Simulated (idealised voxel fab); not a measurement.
The document below concerns the process module designated voxel air gaps.
Section shown: cut. Width: 175 nm. Cell size: 5 nm, square.
Cross-section layout: square cells on a grid; listed as bands, top to bottom; a band spans one or more cell rows.
A band entry consists of two parts. The first gives the height of the band's top and the height of its bottom, in nm. The rest lists the band's materials from left to right, each with its width in nm. A single material labelled with the word "all across" fills the band from edge to edge, and the word "air" marks empty space.
Height 0 is the level under which the wafer as received is all one material. The lowest band goes on downwards, as in "0 nm and below".
A width such as "30 to 40" changes by the same amount from each row of cells to the next, from the band's top row to its bottom row.
Where a step carries "nothing was modified", the cross-section came out of it unchanged, cell for cell.
"Closed voids list" enumerates empty spaces isolated from the top, with no open way to it, that contain at least 8 cells, giving each as width x height at distance from the left edge, all three in nm.
Note: text after step settings on the step line = simulator remark on that step.
When a step includes a mask, the "overlay nm" setting on its line states how far to the right of its planned place that mask lay, and negative values state how far to the left.
## So here's the lineup of process steps we planned
1: RECEIVE [material Si]
2: CONFORMAL_DEP [material SiO2] [thk nm 10]
3: CONFORMAL_DEP [material SiN] [thk nm 5]
4: DIRECTIONAL_DEP [material lowk] [thk nm 40]
5: PATTERN [tone open] [mask id LINES] [material resist] [width nm 20] [pitch nm 45] [thk nm 20] [overlay nm 0]
6: DIRECTIONAL_ETCH [etch materials lowk] [depth nm 40]
7: STRIP [etch materials resist]
8: CONFORMAL_DEP [material TiN] [thk nm 5]
9: FILL_DEP [material Cu] [thk nm 10]
10: CMP [height nm 55]
11: EPI [material Ru] [thk nm 10]
12: SELECTIVE_ETCH [etch materials lowk] [depth nm 50]
13: CONFORMAL_DEP [material SiN] [thk nm 5]
## The cross-section here shows the wafer as received, i.e. in its state after step 1
    0 nm and below: Si all across
    Closed voids list: none
## The plan above was carried out on the starting structure above with one mistake, and this cross-section shows the wafer at the end of the module
    70 nm to 65 nm: 15 of air, then 140 of Cu, then 20 of air
    65 nm to 55 nm: 15 of air, then 5 of Cu, then 40 of Ru, then 5 of Cu, then 40 of Ru, then 5 of Cu, then 40 of Ru, then 5 of Cu, then 20 of air
    55 nm to 50 nm: 15 of air, then 15 of Cu, then 5 of TiN, then 10 of Cu, then 5 of TiN, then 25 of Cu, then 5 of TiN, then 10 of Cu, then 5 of TiN, then 25 of Cu, then 5 of TiN, then 10 of Cu, then 5 of TiN, then 15 of Cu, then 20 of air
    50 nm to 20 nm: 25 of air, then 5 of Cu, then 5 of TiN, then 10 of Cu, then 5 of TiN, then 5 of Cu, then 15 of air, then 5 of Cu, then 5 of TiN, then 10 of Cu, then 5 of TiN, then 5 of Cu, then 15 of air, then 5 of Cu, then 5 of TiN, then 10 of Cu, then 5 of TiN, then 5 of Cu, then 30 of air
    20 nm to 15 nm: 30 of Cu, then 20 of TiN, then 25 of Cu, then 20 of TiN, then 25 of Cu, then 20 of TiN, then 35 of Cu
    15 nm to 10 nm: SiN all across
    10 nm to 0 nm: SiO2 all across
    0 nm and below: Si all across
    Closed voids list: 15 x 30 at 55; 15 x 30 at 100
Plan not followed: step 13 changed vs plan, executed as CONFORMAL_DEP [material Cu] [thk nm 5]
